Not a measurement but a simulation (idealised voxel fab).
process module | voxel released beams
Each square cell in cross-section cut measures 5 nm, and the section as a whole is 205 nm wide.
Square cells in a grid make up a cross-section in this document, and the grid is given as bands, listed from the top down, each one or more rows of cells. Within each band entry, the heights of the top and of the bottom of the band appear first, in that order and in nm; the materials of the band then follow from left to right, each with its corresponding width in nm. The designation "full width" on a single material indicates that it fills the band from edge to edge; the designation "empty" indicates empty space. Ref level 0: as-received wafer is one material below here. Bottom band extends down with no lower bound ("z 0 and below"). The width entry "30->40" should be interpreted row by row: the top row of cells in the band takes the first number, the bottom row takes the second number, and the change between adjacent rows is uniform throughout. Where the words "no alterations made" appear for a step, the cross-section shows no cell changed by that step; every cell remained as before. For the entry "Enclosed voids", the listed items are empty spaces with no open way to the top whose size is 8 cells or more; each item follows the pattern width x height at distance, where distance is from the left edge and all three are in nm. Note: text after step settings on the step line = simulator remark on that step. overlay nm: right-of-plan distance of the mask on a masked step; negative values mean left-of-plan.

### The planned process steps are enumerated hereunder
step 1: RECEIVE: material Si
step 2: CONFORMAL_DEP: material Al2O3, thk nm 10
step 3: DIRECTIONAL_DEP: material SiO2, thk nm 15
step 4: PATTERN: tone open, mask id ANCHOR, material resist, width nm 35, thk nm 20, overlay nm 0
step 5: DIRECTIONAL_ETCH: etch materials SiO2, depth nm 15
step 6: STRIP: etch materials resist
step 7: CONFORMAL_DEP: material polySi, thk nm 10
step 8: DIRECTIONAL_DEP: material aC, thk nm 10
step 9: PATTERN: tone cover, mask id BEAM, material resist, width nm 100, thk nm 30, overlay nm 0
step 10: DIRECTIONAL_ETCH: etch materials aC, depth nm 10
step 11: STRIP: etch materials resist
step 12: DIRECTIONAL_ETCH: etch materials polySi, depth nm 10
step 13: STRIP: etch materials aC
step 14: STRIP: etch materials SiO2

### First wafer of two (run as planned)

### Delivered wafer in cross-section: state after step 1
> z 0 and below | Si full width
> Enclosed voids: none

### After step 2, in cross-section
> z 10 to 0 | Al2O3 full width
> Everything under 0 stays put, no change at all.

### After step 3, in cross-section
> z 25 to 10 | SiO2 full width
> Everything under 10 stays put, no change at all.

### After step 4, in cross-section
> z 45 to 25 | resist (55) / empty (35) / resist (115)
> Everything under 25 stays put, no change at all.

### After step 5, in cross-section
> z 45 to 25 | resist (55) / empty (35) / resist (115)
> z 25 to 10 | SiO2 (55) / empty (35) / SiO2 (115)
> Everything under 10 stays put, no change at all.

### After step 6, in cross-section
> z 25 to 10 | SiO2 (55) / empty (35) / SiO2 (115)
> Everything under 10 stays put, no change at all.

### After step 7, in cross-section
> z 35 to 25 | polySi (65) / empty (15) / polySi (125)
> z 25 to 20 | SiO2 (55) / polySi (10) / empty (15) / polySi (10) / SiO2 (115)
> z 20 to 10 | SiO2 (55) / polySi (35) / SiO2 (115)
> Everything under 10 stays put, no change at all.

### After step 8, in cross-section
> z 45 to 35 | aC (65) / empty (15) / aC (125)
> z 35 to 30 | polySi (65) / empty (15) / polySi (125)
> z 30 to 25 | polySi (65) / aC (15) / polySi (125)
> z 25 to 20 | SiO2 (55) / polySi (10) / aC (15) / polySi (10) / SiO2 (115)
> Everything under 20 stays put, no change at all.

### After step 9, in cross-section
> z 75 to 45 | empty (50) / resist (100) / empty (55)
> z 45 to 35 | aC (65) / resist (15) / aC (125)
> z 35 to 30 | polySi (65) / resist (15) / polySi (125)
> Everything under 30 stays put, no change at all.

### After step 10, in cross-section
> z 65 to 45 | empty (50) / resist (100) / empty (55)
> z 45 to 35 | empty (50) / aC (15) / resist (15) / aC (70) / empty (55)
> Everything under 35 stays put, no change at all.

### After step 11, in cross-section
> z 45 to 35 | empty (50) / aC (15) / empty (15) / aC (70) / empty (55)
> z 35 to 30 | polySi (65) / empty (15) / polySi (125)
> Everything under 30 stays put, no change at all.

### After step 12, in cross-section
> z 45 to 35 | empty (50) / aC (15) / empty (15) / aC (70) / empty (55)
> z 35 to 30 | empty (50) / polySi (15) / empty (15) / polySi (70) / empty (55)
> z 30 to 25 | empty (50) / polySi (15) / aC (15) / polySi (70) / empty (55)
> Everything under 25 stays put, no change at all.

### After step 13, in cross-section
> z 35 to 25 | empty (50) / polySi (15) / empty (15) / polySi (70) / empty (55)
> z 25 to 20 | SiO2 (55) / polySi (10) / empty (15) / polySi (10) / SiO2 (115)
> Everything under 20 stays put, no change at all.

### After step 14, in cross-section
> z 35 to 25 | empty (50) / polySi (15) / empty (15) / polySi (70) / empty (55)
> z 25 to 20 | empty (55) / polySi (10) / empty (15) / polySi (10) / empty (115)
> z 20 to 10 | empty (55) / polySi (35) / empty (115)
> Everything under 10 stays put, no change at all.

### Second wafer, same starting state and plan as the first, one mistake in the run, identical through step 1

### Second wafer profile in section, at the moment step 2 of the plan was meant to be complete
> z 15 to 0 | Al2O3 full width
> Everything under 0 stays put, no change at all.

### Second wafer profile in section, at the moment step 3 of the plan was meant to be complete
> z 30 to 15 | SiO2 full width
> Everything under 15 stays put, no change at all.

### Second wafer profile in section, at the moment step 4 of the plan was meant to be complete
> z 50 to 30 | resist (55) / empty (35) / resist (115)
> Everything under 30 stays put, no change at all.

### Second wafer profile in section, at the moment step 5 of the plan was meant to be complete
> z 50 to 30 | resist (55) / empty (35) / resist (115)
> z 30 to 15 | SiO2 (55) / empty (35) / SiO2 (115)
> Everything under 15 stays put, no change at all.

### Second wafer profile in section, at the moment step 6 of the plan was meant to be complete
> z 30 to 15 | SiO2 (55) / empty (35) / SiO2 (115)
> Everything under 15 stays put, no change at all.

### Second wafer profile in section, at the moment step 7 of the plan was meant to be complete
> z 40 to 30 | polySi (65) / empty (15) / polySi (125)
> z 30 to 25 | SiO2 (55) / polySi (10) / empty (15) / polySi (10) / SiO2 (115)
> z 25 to 15 | SiO2 (55) / polySi (35) / SiO2 (115)
> Everything under 15 stays put, no change at all.

### Second wafer profile in section, at the moment step 8 of the plan was meant to be complete
> z 50 to 40 | aC (65) / empty (15) / aC (125)
> z 40 to 35 | polySi (65) / empty (15) / polySi (125)
> z 35 to 30 | polySi (65) / aC (15) / polySi (125)
> z 30 to 25 | SiO2 (55) / polySi (10) / aC (15) / polySi (10) / SiO2 (115)
> Everything under 25 stays put, no change at all.

### Second wafer profile in section, at the moment step 9 of the plan was meant to be complete
> z 80 to 50 | empty (50) / resist (100) / empty (55)
> z 50 to 40 | aC (65) / resist (15) / aC (125)
> z 40 to 35 | polySi (65) / resist (15) / polySi (125)
> Everything under 35 stays put, no change at all.

### Second wafer profile in section, at the moment step 10 of the plan was meant to be complete
> z 70 to 50 | empty (50) / resist (100) / empty (55)
> z 50 to 40 | empty (50) / aC (15) / resist (15) / aC (70) / empty (55)
> Everything under 40 stays put, no change at all.

### Second wafer profile in section, at the moment step 11 of the plan was meant to be complete
> z 50 to 40 | empty (50) / aC (15) / empty (15) / aC (70) / empty (55)
> z 40 to 35 | polySi (65) / empty (15) / polySi (125)
> Everything under 35 stays put, no change at all.

### Second wafer profile in section, at the moment step 12 of the plan was meant to be complete
> z 50 to 40 | empty (50) / aC (15) / empty (15) / aC (70) / empty (55)
> z 40 to 35 | empty (50) / polySi (15) / empty (15) / polySi (70) / empty (55)
> z 35 to 30 | empty (50) / polySi (15) / aC (15) / polySi (70) / empty (55)
> Everything under 30 stays put, no change at all.

### Second wafer profile in section, at the moment step 13 of the plan was meant to be complete
> z 40 to 30 | empty (50) / polySi (15) / empty (15) / polySi (70) / empty (55)
> z 30 to 25 | SiO2 (55) / polySi (10) / empty (15) / polySi (10) / SiO2 (115)
> Everything under 25 stays put, no change at all.

### Second wafer profile in section, at the moment step 14 of the plan was meant to be complete
> z 40 to 30 | empty (50) / polySi (15) / empty (15) / polySi (70) / empty (55)
> z 30 to 25 | empty (55) / polySi (10) / empty (15) / polySi (10) / empty (115)
> z 25 to 15 | empty (55) / polySi (35) / empty (115)
> Everything under 15 stays put, no change at all.
The plan and the run diverged here: contrary to plan, step 2 was performed as CONFORMAL_DEP: material Al2O3, thk nm 15
Heads up, by the end the second wafer has more or fewer cells of some materials compared to the first: Al2O3 +41
